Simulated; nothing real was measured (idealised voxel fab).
The following process module bears the name voxel trench capacitor.
Each square cell in cross-section cut measures 5 nm, and the section as a whole is 225 nm wide.
If you're reading a cross-section in this doc, picture square cells in a grid; it comes to you as bands, top ones listed first down to the bottom, and a band can be one or more rows of cells. For a band, the entry starts with two heights in nm, that of the top and then that of the bottom, and carries on with the band's materials in order from left to right, each alongside its width in nm; the word "everywhere" beside a single material means it fills the band edge to edge, and "blank" means empty space. It should be noted that heights are counted from 0, beneath which the wafer as supplied is of one material throughout, and that the lowest band possesses no lower boundary but continues downward, as written in "0..down". Width: "30 to 40" (first number = top row, second number = bottom row, same change from row to row of cells). Where a step carries "nothing different", the cross-section came out of it unchanged, cell for cell. "Trapped voids": empty spaces of 8 cells or more with no open way to the top, each given as width x height at distance, distance from the left edge, all in nm. after a step's settings: what the simulator itself notes on the step. overlay nm: where the mask lay relative to plan, measured to the right, on steps with a mask; negatives go left.
## The process steps that were planned are listed below
| 1 | RECEIVE | material Si |
| 2 | CONFORMAL_DEP | material SiN | thk nm 5 |
| 3 | MASKED_ETCH | tone open | mask id TRENCH | width nm 25 | pitch nm 50 | etch materials SiN | depth nm 5 | overlay nm 0 |
| 4 | MASKED_ETCH | tone open | mask id TRENCH | width nm 15 | pitch nm 50 | etch materials Si | depth nm 40 | overlay nm 0 |
| 5 | CONFORMAL_DEP | material HfO2 | thk nm 5 |
| 6 | CONFORMAL_DEP | material TiN | thk nm 5 |
| 7 | FILL_DEP | material W | thk nm 5 |
| 8 | CMP | height nm 5 |
Don't read the plan's width nm for step 4 as applying to every wafer: that's the first wafer's value, and the wafers differ in it, though they all start identical.
## The first of several wafers as received, shown in cross-section; this is its state after step 1
> 0..down: Si everywhere
> Trapped voids: none
## Quick look at the cross-section of the first of several wafers after step 8, which wraps up the module
> 5..0: SiN 25 | HfO2 10 | TiN 5 | HfO2 10 | SiN 25 | HfO2 10 | TiN 5 | HfO2 10 | SiN 25 | HfO2 10 | TiN 5 | HfO2 10 | SiN 25 | HfO2 10 | TiN 5 | HfO2 10 | SiN 25
> 0..-35: Si 30 | HfO2 5 | TiN 5 | HfO2 5 | Si 35 | HfO2 5 | TiN 5 | HfO2 5 | Si 35 | HfO2 5 | TiN 5 | HfO2 5 | Si 35 | HfO2 5 | TiN 5 | HfO2 5 | Si 30
> -35..-40: Si 30 | HfO2 15 | Si 35 | HfO2 15 | Si 35 | HfO2 15 | Si 35 | HfO2 15 | Si 30
> -40..down: Si everywhere
> Trapped voids: none
## Cross-section at module completion, last wafer
> 5..0: SiN 25 | HfO2 5 | TiN 5 | W 5 | TiN 5 | HfO2 5 | SiN 25 | HfO2 5 | TiN 5 | W 5 | TiN 5 | HfO2 5 | SiN 25 | HfO2 5 | TiN 5 | W 5 | TiN 5 | HfO2 5 | SiN 25 | HfO2 5 | TiN 5 | W 5 | TiN 5 | HfO2 5 | SiN 25
> 0..-30: Si 25 | HfO2 5 | TiN 5 | W 5 | TiN 5 | HfO2 5 | Si 25 | HfO2 5 | TiN 5 | W 5 | TiN 5 | HfO2 5 | Si 25 | HfO2 5 | TiN 5 | W 5 | TiN 5 | HfO2 5 | Si 25 | HfO2 5 | TiN 5 | W 5 | TiN 5 | HfO2 5 | Si 25
> -30..-35: Si 25 | HfO2 5 | TiN 15 | HfO2 5 | Si 25 | HfO2 5 | TiN 15 | HfO2 5 | Si 25 | HfO2 5 | TiN 15 | HfO2 5 | Si 25 | HfO2 5 | TiN 15 | HfO2 5 | Si 25
> -35..-40: Si 25 | HfO2 25 | Si 25 | HfO2 25 | Si 25 | HfO2 25 | Si 25 | HfO2 25 | Si 25
> -40..down: Si everywhere
> Trapped voids: none
## End of module, by wafer: material-by-material cell gain (+) or loss (-) since receipt, then closed voids
width nm 15 | +84 HfO2 | -96 Si | +25 SiN | +32 TiN | Trapped voids: none
width nm 20 | +84 HfO2 | -128 Si | +25 SiN | +64 TiN | Trapped voids: none
width nm 25 | +84 HfO2 | -160 Si | +25 SiN | +68 TiN | +28 W | Trapped voids: none
width nm 30 | +84 HfO2 | -160 Si | +25 SiN | +68 TiN | +28 W | Trapped voids: none
width nm 35 | +84 HfO2 | -160 Si | +25 SiN | +68 TiN | +28 W | Trapped voids: none
